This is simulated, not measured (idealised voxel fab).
Process module in this document: voxel self aligned contacts
Displayed cross-section: cut, width of 180 nm, square cells sized 5 nm.
Format of a cross-section: grid, square cells. Given as bands. Order: top down. Band: one or more rows of cells. First you get the band's top height and its bottom height, in nm, and then the materials it's made of, left to right, with each width in nm. If you see a single material with "edge to edge", that one covers the band edge to edge. "empty" is empty space. Note: height 0 marks the level under which the wafer is uniformly one material as received. Lowest band unbounded below, written "from 0 down". Graded width ("30->40"): value in top row of band = first number; value in bottom row = second number; row-to-row change constant. It should be understood that the words "left unchanged", when stated for a given step, signify that the cross-section underwent no change in any of its cells during that step. Enclosed voids (no open way to top), threshold 8 cells or more, entry "Encapsulated voids", notation width x height at distance, distance from left edge, nm. Formally, on a step line, whatever follows the settings is a remark that the simulator itself makes on the step. You can add "overlay nm" to a step's line. For a step with a mask, it describes how far the mask lay to the right of its planned position, and a negative number describes a lay to the left.

INTENDED PROCESS STEPS
- 1: RECEIVE with material Si
- 2: CONFORMAL_DEP with material SiO2, thk nm 5
- 3: DIRECTIONAL_DEP with material polySi, thk nm 20
- 4: DIRECTIONAL_DEP with material SiN, thk nm 15
- 5: PATTERN with tone cover, mask id GATE, material resist, width nm 30, pitch nm 60, thk nm 20, overlay nm 0
- 6: DIRECTIONAL_ETCH with etch materials SiN, depth nm 15
- 7: DIRECTIONAL_ETCH with etch materials polySi, depth nm 20
- 8: STRIP with etch materials resist
- 9: CONFORMAL_DEP with material SiN, thk nm 5
- 10: DIRECTIONAL_ETCH with etch materials SiN, depth nm 5
- 11: FILL_DEP with material SiO2, thk nm 15
- 12: CMP with height nm 50
- 13: PATTERN with tone open, mask id CONTACT, material resist, width nm 40, thk nm 15, overlay nm 0
- 14: DIRECTIONAL_ETCH with etch materials SiO2, depth nm 50
- 15: STRIP with etch materials resist
- 16: CONFORMAL_DEP with material TiN, thk nm 5
- 17: FILL_DEP with material Ru, thk nm 10
- 18: CMP with height nm 50
- 19: CONFORMAL_DEP with material SiN, thk nm 5

THE FIRST OF TWO WAFERS, RUN AS PLANNED

STEP 1 COMPLETE: CROSS-SECTION OF THE WAFER AS RECEIVED
* from 0 down: Si edge to edge
* Encapsulated voids: none

CROSS-SECTION OF THE WAFER SUBSEQUENT TO STEP 2
* from 5 to 0: SiO2 edge to edge
* Rest of section, below 0: as before.

CROSS-SECTION OF THE WAFER SUBSEQUENT TO STEP 3
* from 25 to 5: polySi edge to edge
* Rest of section, below 5: as before.

CROSS-SECTION OF THE WAFER SUBSEQUENT TO STEP 4
* from 40 to 25: SiN edge to edge
* Rest of section, below 25: as before.

CROSS-SECTION OF THE WAFER SUBSEQUENT TO STEP 5
* from 60 to 40: empty 45 nm, resist 30 nm, empty 30 nm, resist 30 nm, empty 45 nm
* Rest of section, below 40: as before.

CROSS-SECTION OF THE WAFER SUBSEQUENT TO STEP 6
* from 60 to 40: empty 45 nm, resist 30 nm, empty 30 nm, resist 30 nm, empty 45 nm
* from 40 to 25: empty 45 nm, SiN 30 nm, empty 30 nm, SiN 30 nm, empty 45 nm
* Rest of section, below 25: as before.

CROSS-SECTION OF THE WAFER SUBSEQUENT TO STEP 7
* from 60 to 40: empty 45 nm, resist 30 nm, empty 30 nm, resist 30 nm, empty 45 nm
* from 40 to 25: empty 45 nm, SiN 30 nm, empty 30 nm, SiN 30 nm, empty 45 nm
* from 25 to 5: empty 45 nm, polySi 30 nm, empty 30 nm, polySi 30 nm, empty 45 nm
* Rest of section, below 5: as before.

CROSS-SECTION OF THE WAFER SUBSEQUENT TO STEP 8
* from 40 to 25: empty 45 nm, SiN 30 nm, empty 30 nm, SiN 30 nm, empty 45 nm
* Rest of section, below 25: as before.

CROSS-SECTION OF THE WAFER SUBSEQUENT TO STEP 9
* from 45 to 25: empty 40 nm, SiN 40 nm, empty 20 nm, SiN 40 nm, empty 40 nm
* from 25 to 10: empty 40 nm, SiN 5 nm, polySi 30 nm, SiN 5 nm, empty 20 nm, SiN 5 nm, polySi 30 nm, SiN 5 nm, empty 40 nm
* from 10 to 5: SiN 45 nm, polySi 30 nm, SiN 30 nm, polySi 30 nm, SiN 45 nm
* Rest of section, below 5: as before.

CROSS-SECTION OF THE WAFER SUBSEQUENT TO STEP 10
* from 40 to 25: empty 40 nm, SiN 40 nm, empty 20 nm, SiN 40 nm, empty 40 nm
* from 25 to 5: empty 40 nm, SiN 5 nm, polySi 30 nm, SiN 5 nm, empty 20 nm, SiN 5 nm, polySi 30 nm, SiN 5 nm, empty 40 nm
* Rest of section, below 5: as before.

CROSS-SECTION OF THE WAFER SUBSEQUENT TO STEP 11
* from 55 to 40: SiO2 edge to edge
* from 40 to 25: SiO2 40 nm, SiN 40 nm, SiO2 20 nm, SiN 40 nm, SiO2 40 nm
* from 25 to 5: SiO2 40 nm, SiN 5 nm, polySi 30 nm, SiN 5 nm, SiO2 20 nm, SiN 5 nm, polySi 30 nm, SiN 5 nm, SiO2 40 nm
* Rest of section, below 5: as before.

CROSS-SECTION OF THE WAFER SUBSEQUENT TO STEP 12
* from 50 to 40: SiO2 edge to edge
* Rest of section, below 40: as before.

CROSS-SECTION OF THE WAFER SUBSEQUENT TO STEP 13
* from 65 to 50: resist 70 nm, empty 40 nm, resist 70 nm
* Rest of section, below 50: as before.

CROSS-SECTION OF THE WAFER SUBSEQUENT TO STEP 14
* from 65 to 50: resist 70 nm, empty 40 nm, resist 70 nm
* from 50 to 40: SiO2 70 nm, empty 40 nm, SiO2 70 nm
* from 40 to 25: SiO2 40 nm, SiN 40 nm, empty 20 nm, SiN 40 nm, SiO2 40 nm
* from 25 to 5: SiO2 40 nm, SiN 5 nm, polySi 30 nm, SiN 5 nm, empty 20 nm, SiN 5 nm, polySi 30 nm, SiN 5 nm, SiO2 40 nm
* from 5 to 0: SiO2 80 nm, empty 20 nm, SiO2 80 nm
* Rest of section, below 0: as before.

CROSS-SECTION OF THE WAFER SUBSEQUENT TO STEP 15
* from 50 to 40: SiO2 70 nm, empty 40 nm, SiO2 70 nm
* Rest of section, below 40: as before.

CROSS-SECTION OF THE WAFER SUBSEQUENT TO STEP 16
* from 55 to 50: TiN 75 nm, empty 30 nm, TiN 75 nm
* from 50 to 40: SiO2 70 nm, TiN 5->15 nm, empty 30->10 nm, TiN 5->15 nm, SiO2 70 nm
* from 40 to 25: SiO2 40 nm, SiN 40 nm, TiN 5 nm, empty 10 nm, TiN 5 nm, SiN 40 nm, SiO2 40 nm
* from 25 to 5: SiO2 40 nm, SiN 5 nm, polySi 30 nm, SiN 5 nm, TiN 5 nm, empty 10 nm, TiN 5 nm, SiN 5 nm, polySi 30 nm, SiN 5 nm, SiO2 40 nm
* from 5 to 0: SiO2 80 nm, TiN 20 nm, SiO2 80 nm
* Rest of section, below 0: as before.

CROSS-SECTION OF THE WAFER SUBSEQUENT TO STEP 17
* from 65 to 55: Ru edge to edge
* from 55 to 50: TiN 75 nm, Ru 30 nm, TiN 75 nm
* from 50 to 40: SiO2 70 nm, TiN 5->15 nm, Ru 30->10 nm, TiN 5->15 nm, SiO2 70 nm
* from 40 to 25: SiO2 40 nm, SiN 40 nm, TiN 5 nm, Ru 10 nm, TiN 5 nm, SiN 40 nm, SiO2 40 nm
* from 25 to 5: SiO2 40 nm, SiN 5 nm, polySi 30 nm, SiN 5 nm, TiN 5 nm, Ru 10 nm, TiN 5 nm, SiN 5 nm, polySi 30 nm, SiN 5 nm, SiO2 40 nm
* Rest of section, below 5: as before.

CROSS-SECTION OF THE WAFER SUBSEQUENT TO STEP 18
* from 50 to 40: SiO2 70 nm, TiN 5->15 nm, Ru 30->10 nm, TiN 5->15 nm, SiO2 70 nm
* Rest of section, below 40: as before.

CROSS-SECTION OF THE WAFER SUBSEQUENT TO STEP 19
* from 55 to 50: SiN edge to edge
* Rest of section, below 50: as before.

COMPANION WAFER, THE SECOND OF TWO: SAME BEGINNING, SAME INTENDED SEQUENCE, ONE MISTAKE IN CARRYING IT OUT; THROUGH STEP 3 INCLUSIVE IT TRACKS THE FIRST EXACTLY

SECOND WAFER, SECTION VIEW, TIME POINT: SCHEDULED END OF STEP 4
* from 55 to 25: SiN edge to edge
* Rest of section, below 25: as before.

SECOND WAFER, SECTION VIEW, TIME POINT: SCHEDULED END OF STEP 5
* from 75 to 55: empty 45 nm, resist 30 nm, empty 30 nm, resist 30 nm, empty 45 nm
* Rest of section, below 55: as before.

SECOND WAFER, SECTION VIEW, TIME POINT: SCHEDULED END OF STEP 6
* from 75 to 55: empty 45 nm, resist 30 nm, empty 30 nm, resist 30 nm, empty 45 nm
* from 55 to 40: empty 45 nm, SiN 30 nm, empty 30 nm, SiN 30 nm, empty 45 nm
* Rest of section, below 40: as before.

Second wafer, section view, time point: scheduled end of step 7: left unchanged

SECOND WAFER, SECTION VIEW, TIME POINT: SCHEDULED END OF STEP 8
* from 55 to 40: empty 45 nm, SiN 30 nm, empty 30 nm, SiN 30 nm, empty 45 nm
* Rest of section, below 40: as before.

SECOND WAFER, SECTION VIEW, TIME POINT: SCHEDULED END OF STEP 9
* from 60 to 45: empty 40 nm, SiN 40 nm, empty 20 nm, SiN 40 nm, empty 40 nm
* from 45 to 25: SiN edge to edge
* Rest of section, below 25: as before.

SECOND WAFER, SECTION VIEW, TIME POINT: SCHEDULED END OF STEP 10
* from 55 to 40: empty 40 nm, SiN 40 nm, empty 20 nm, SiN 40 nm, empty 40 nm
* Rest of section, below 40: as before.

SECOND WAFER, SECTION VIEW, TIME POINT: SCHEDULED END OF STEP 11
* from 70 to 55: SiO2 edge to edge
* from 55 to 40: SiO2 40 nm, SiN 40 nm, SiO2 20 nm, SiN 40 nm, SiO2 40 nm
* Rest of section, below 40: as before.

SECOND WAFER, SECTION VIEW, TIME POINT: SCHEDULED END OF STEP 12
* from 50 to 40: SiO2 40 nm, SiN 40 nm, SiO2 20 nm, SiN 40 nm, SiO2 40 nm
* Rest of section, below 40: as before.

SECOND WAFER, SECTION VIEW, TIME POINT: SCHEDULED END OF STEP 13
* from 65 to 50: resist 70 nm, empty 40 nm, resist 70 nm
* Rest of section, below 50: as before.

SECOND WAFER, SECTION VIEW, TIME POINT: SCHEDULED END OF STEP 14
* from 65 to 50: resist 70 nm, empty 40 nm, resist 70 nm
* from 50 to 40: SiO2 40 nm, SiN 40 nm, empty 20 nm, SiN 40 nm, SiO2 40 nm
* Rest of section, below 40: as before.

SECOND WAFER, SECTION VIEW, TIME POINT: SCHEDULED END OF STEP 15
* from 50 to 40: SiO2 40 nm, SiN 40 nm, empty 20 nm, SiN 40 nm, SiO2 40 nm
* Rest of section, below 40: as before.

SECOND WAFER, SECTION VIEW, TIME POINT: SCHEDULED END OF STEP 16
* from 55 to 50: TiN 85 nm, empty 10 nm, TiN 85 nm
* from 50 to 45: SiO2 40 nm, SiN 40 nm, TiN 5 nm, empty 10 nm, TiN 5 nm, SiN 40 nm, SiO2 40 nm
* from 45 to 40: SiO2 40 nm, SiN 40 nm, TiN 20 nm, SiN 40 nm, SiO2 40 nm
* Rest of section, below 40: as before.

SECOND WAFER, SECTION VIEW, TIME POINT: SCHEDULED END OF STEP 17
* from 65 to 55: Ru edge to edge
* from 55 to 50: TiN 85 nm, Ru 10 nm, TiN 85 nm
* from 50 to 45: SiO2 40 nm, SiN 40 nm, TiN 5 nm, Ru 10 nm, TiN 5 nm, SiN 40 nm, SiO2 40 nm
* Rest of section, below 45: as before.

SECOND WAFER, SECTION VIEW, TIME POINT: SCHEDULED END OF STEP 18
* from 50 to 45: SiO2 40 nm, SiN 40 nm, TiN 5 nm, Ru 10 nm, TiN 5 nm, SiN 40 nm, SiO2 40 nm
* Rest of section, below 45: as before.

SECOND WAFER, SECTION VIEW, TIME POINT: SCHEDULED END OF STEP 19
* from 55 to 50: SiN edge to edge
* Rest of section, below 50: as before.
Deviation noted in wafer processing: plan step 4 was twice executed
Heads up, by the end the second wafer has more or fewer cells of some materials compared to the first: 20 fewer of Ru, 76 more of SiN, 132 fewer of SiO2, 20 fewer of TiN, 96 more of polySi
